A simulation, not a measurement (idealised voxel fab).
The name of this process module is voxel released beams.
It is cross-section cut that appears here, measuring 160 nm in width, its square cells being 5 nm in size.
Cross-section = grid of square cells, listed top down in bands; band = one or more rows. For a band, the entry starts with two heights in nm, that of the top and then that of the bottom, and carries on with the band's materials in order from left to right, each alongside its width in nm; the word "all across" beside a single material means it fills the band edge to edge, and "blank" means empty space. Measure heights from 0. That's the level where, below it, the as-received wafer is all one material. The lowest band is bottomless and extends downward; write it as in "z 0 and below". When a width is written as two numbers, as in "30 to 40", the first number is the width in the top row of cells of the band and the second is the width in its bottom row, and the width changes by the same amount from each row to the next. "remained unchanged" -> step changed no cross-section cell. Listed in "Tabulated closed voids": every empty space of 8 or more cells without an open way to the top. Form: width x height at distance, the distance being from the left edge, all in nm. What comes after the settings on a step's line is commentary from the simulator itself on that step. "overlay nm" denotes, for a step that has a mask, the displacement of the mask to the right of its planned place, with negative values corresponding to the left.

The following list gives the planned process steps:
step 1: RECEIVE [material Si]
step 2: CONFORMAL_DEP [material Al2O3] [thk nm 10]
step 3: DIRECTIONAL_DEP [material SiO2] [thk nm 20]
step 4: DIRECTIONAL_DEP [material aC] [thk nm 15]
step 5: PATTERN [tone open] [mask id ANCHOR] [material resist] [width nm 25] [thk nm 30] [overlay nm 0]
step 6: DIRECTIONAL_ETCH [etch materials aC] [depth nm 15]
step 7: STRIP [etch materials resist]
step 8: DIRECTIONAL_ETCH [etch materials SiO2] [depth nm 20]
step 9: STRIP [etch materials aC]
step 10: CONFORMAL_DEP [material W] [thk nm 10]
step 11: PATTERN [tone cover] [mask id BEAM] [material resist] [width nm 80] [thk nm 20] [overlay nm 0]
step 12: DIRECTIONAL_ETCH [etch materials W] [depth nm 10]
step 13: STRIP [etch materials resist]
step 14: STRIP [etch materials SiO2]

Wafer cross-section on receipt, i.e. after step 1:
z 0 and below = Si all across
Tabulated closed voids: none

Result of the module, cross-sectioned: start per above, plan per above, one error in how it was run:
z 40 to 30 = blank 45 | W 5 | blank 5 | W 70 | blank 35
z 30 to 20 = blank 40 | W 10 | blank 5 | W 10 | blank 95
z 20 to 10 = blank 40 | W 25 | blank 95
z 10 to 0 = Al2O3 all across
z 0 and below = Si all across
Tabulated closed voids: none
Finding, execution versus plan: in deviation from the planned setting, step 11 was conducted as PATTERN [tone cover] [mask id BEAM] [material resist] [width nm 80] [thk nm 20] [overlay nm 10]
